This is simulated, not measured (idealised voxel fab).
Process module under the name voxel self aligned contacts
Shown is cross-section cut, with a width of 240 nm and square cells of size 5 nm.
Cross-sections here: square-cell grids, written as top-down lists of bands, a band being one or more rows of cells. What a band's entry tells you: where the top is and where the bottom is, as heights in nm, and after that what lies inside, material by material from left to right, each with its width in nm. Empty space is written as the word "empty", and a single material marked with the word "all across" occupies the band from edge to edge. Zero point of the height axis is 0; under it, received wafer = one material. Lowest band: continues down indefinitely, "from 0 down". Width: "30 to 40" (first number = top row, second number = bottom row, same change from row to row of cells). Given "nothing different" for a step, no cell of the cross-section differs between before and after that step. Closed-off voids of 8+ cells (no open route to the top) go in "Entrapped void list", written width x height at distance from the left edge, in nm. Whatever follows a step's settings on its line is a remark the simulator itself makes about that step. For masked steps, "overlay nm" on the step line gives how far right of plan the mask actually lay; a minus sign means it lay to the left.
INTENDED PROCESS STEPS
1) RECEIVE with material Si
2) CONFORMAL_DEP with material SiO2, thk nm 5
3) DIRECTIONAL_DEP with material polySi, thk nm 25
4) DIRECTIONAL_DEP with material SiN, thk nm 20
5) DIRECTIONAL_DEP with material aC, thk nm 10
6) PATTERN with tone cover, mask id GATE, material resist, width nm 35, pitch nm 75, thk nm 25, overlay nm 0
7) DIRECTIONAL_ETCH with etch materials aC, depth nm 10
8) STRIP with etch materials resist
9) DIRECTIONAL_ETCH with etch materials SiN, depth nm 20
10) DIRECTIONAL_ETCH with etch materials polySi, depth nm 25
11) STRIP with etch materials aC
12) CONFORMAL_DEP with material SiN, thk nm 10
13) DIRECTIONAL_ETCH with etch materials SiN, depth nm 10
14) FILL_DEP with material SiO2, thk nm 10
15) CMP with height nm 55
16) MASKED_ETCH with tone open, mask id CONTACT, width nm 60, etch materials SiO2, depth nm 55, overlay nm 0
17) CONFORMAL_DEP with material TiN, thk nm 5
18) FILL_DEP with material W, thk nm 5
19) CMP with height nm 45
20) CONFORMAL_DEP with material SiCN, thk nm 5
The plan shows the height nm of step 19 as the first wafer had it; this setting differs between the wafers, which start out alike.
CUT THROUGH THE FIRST OF SEVERAL WAFERS AS RECEIVED, POST STEP 1
  from 0 down = Si all across
  Entrapped void list: none
THE FIRST OF SEVERAL WAFERS, SEEN IN CROSS-SECTION AFTER THE MODULE'S LAST STEP, STEP 20
  from 50 to 45 = SiCN all across
  from 45 to 30 = SiO2 (55), then SiN (55), then TiN (5), then W (10), then TiN (5), then SiN (55), then SiO2 (55)
  from 30 to 5 = SiO2 (55), then SiN (10), then polySi (35), then SiN (10), then TiN (5), then W (10), then TiN (5), then SiN (10), then polySi (35), then SiN (10), then SiO2 (55)
  from 5 to 0 = SiO2 (110), then TiN (20), then SiO2 (110)
  from 0 down = Si all across
  Entrapped void list: none
LAST WAFER OF THE SET, CROSS-SECTIONED AT END OF MODULE
  from 70 to 65 = SiCN all across
  from 65 to 60 = W all across
  from 60 to 55 = TiN (95), then W (50), then TiN (95)
  from 55 to 50 = SiO2 (90), then TiN (25), then W (10), then TiN (25), then SiO2 (90)
  from 50 to 30 = SiO2 (55), then SiN (55), then TiN (5), then W (10), then TiN (5), then SiN (55), then SiO2 (55)
  from 30 to 5 = SiO2 (55), then SiN (10), then polySi (35), then SiN (10), then TiN (5), then W (10), then TiN (5), then SiN (10), then polySi (35), then SiN (10), then SiO2 (55)
  from 5 to 0 = SiO2 (110), then TiN (20), then SiO2 (110)
  from 0 down = Si all across
  Entrapped void list: none
EVERY ROW IN THIS TABLE IS A WAFER AT THE END OF THE MODULE, AND IT GIVES, FOR EACH OF THE MATERIALS, THE CELLS THAT WAFER HAS GAINED (+) OR LOST (-) SINCE IT WAS RECEIVED, THEN ITS CLOSED VOIDS
height nm 45; +48 SiCN; +106 SiN; +220 SiO2; +20 TiN; +16 W; +70 polySi; Entrapped void list: none
height nm 50; +48 SiCN; +128 SiN; +242 SiO2; +22 TiN; +18 W; +70 polySi; Entrapped void list: none
height nm 55; +48 SiCN; +128 SiN; +278 SiO2; +32 TiN; +20 W; +70 polySi; Entrapped void list: none
height nm 60; +48 SiCN; +128 SiN; +278 SiO2; +70 TiN; +30 W; +70 polySi; Entrapped void list: none
height nm 65; +48 SiCN; +128 SiN; +278 SiO2; +70 TiN; +78 W; +70 polySi; Entrapped void list: none
